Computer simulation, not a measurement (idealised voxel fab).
The document below concerns the process module designated voxel ribs on slabs.
cross-section cut | 175 nm wide | cells 5 nm
Notation: cross-section as square-cell grid; stated in bands, top first, going down; one or more cell rows per band.
Heights first: top, then bottom, in nm. Then materials, left to right, each with a width in nm. "edge to edge" on a single material: fills the band edge to edge. "empty": empty space.
Ref level 0: as-received wafer is one material below here. Bottom band extends down with no lower bound ("top 0, no bottom").
Quick explanation for "30 to 40": the width changes in equal steps down the rows of cells, from the first number in the band's top row to the second number in its bottom row.
"no modification" means the step left every cell of the cross-section as it was.
Empty spaces counting at least 8 cells and having no open way to the top are listed in "Unvented voids". The notation width x height at distance is used for each, the distance being from the left edge and all three values in nm.
On each step's line, the part that comes after the settings is the simulator's own comment on the step.
When a step includes a mask, the "overlay nm" setting on its line states how far to the right of its planned place that mask lay, and negative values state how far to the left.
### The steps planned for the process are as follows
1) RECEIVE: material Si
2) DIRECTIONAL_DEP: material SiO2, thk nm 30
3) DIRECTIONAL_DEP: material SiN, thk nm 20
4) MASKED_ETCH: tone cover, mask id RIB, width nm 25, etch materials SiN, depth nm 5, overlay nm 0
5) PATTERN: tone cover, mask id SLAB, material resist, width nm 85, thk nm 15, overlay nm 0
6) DIRECTIONAL_ETCH: etch materials SiN, depth nm 15
7) STRIP: etch materials resist
8) FILL_DEP: material SiO2, thk nm 20
9) CMP: height nm 60
10) DIRECTIONAL_DEP: material W, thk nm 5
11) DIRECTIONAL_DEP: material aC, thk nm 10
12) PATTERN: tone cover, mask id HEATER, material resist, width nm 35, thk nm 30, overlay nm 0
13) DIRECTIONAL_ETCH: etch materials aC, depth nm 10
14) STRIP: etch materials resist
15) DIRECTIONAL_ETCH: etch materials W, depth nm 5
16) STRIP: etch materials aC
17) CONFORMAL_DEP: material SiN, thk nm 5
### Cross-sectional view of the wafer in its as-received condition, corresponding to the state after step 1
	top 0, no bottom = Si edge to edge
	Unvented voids: none
### Wafer cross-section at module end: first of two, run to plan
	top 70, bottom 65 = empty 65 nm | SiN 45 nm | empty 65 nm
	top 65, bottom 60 = SiN 70 nm | W 35 nm | SiN 70 nm
	top 60, bottom 50 = SiO2 edge to edge
	top 50, bottom 45 = SiO2 75 nm | SiN 25 nm | SiO2 75 nm
	top 45, bottom 30 = SiO2 45 nm | SiN 85 nm | SiO2 45 nm
	top 30, bottom 0 = SiO2 edge to edge
	top 0, no bottom = Si edge to edge
	Unvented voids: none
### Cross-section at end of module for the second wafer of two, which matched the first in starting point and plan and differed by one mistake in its processing
	top 70, bottom 65 = empty 65 nm | SiN 45 nm | empty 65 nm
	top 65, bottom 60 = SiN 70 nm | W 35 nm | SiN 70 nm
	top 60, bottom 50 = SiO2 edge to edge
	top 50, bottom 35 = SiO2 75 nm | SiN 25 nm | SiO2 75 nm
	top 35, bottom 30 = SiO2 45 nm | SiN 85 nm | SiO2 45 nm
	top 30, bottom 0 = SiO2 edge to edge
	top 0, no bottom = Si edge to edge
	Unvented voids: none
Error vs. plan: step 4 did not happen as planned, as run it was MASKED_ETCH: tone cover, mask id RIB, width nm 25, etch materials SiN, depth nm 15, overlay nm 0
Wafer comparison, final, in cells, second relative to first, materials more or fewer: SiN -24 | SiO2 +24
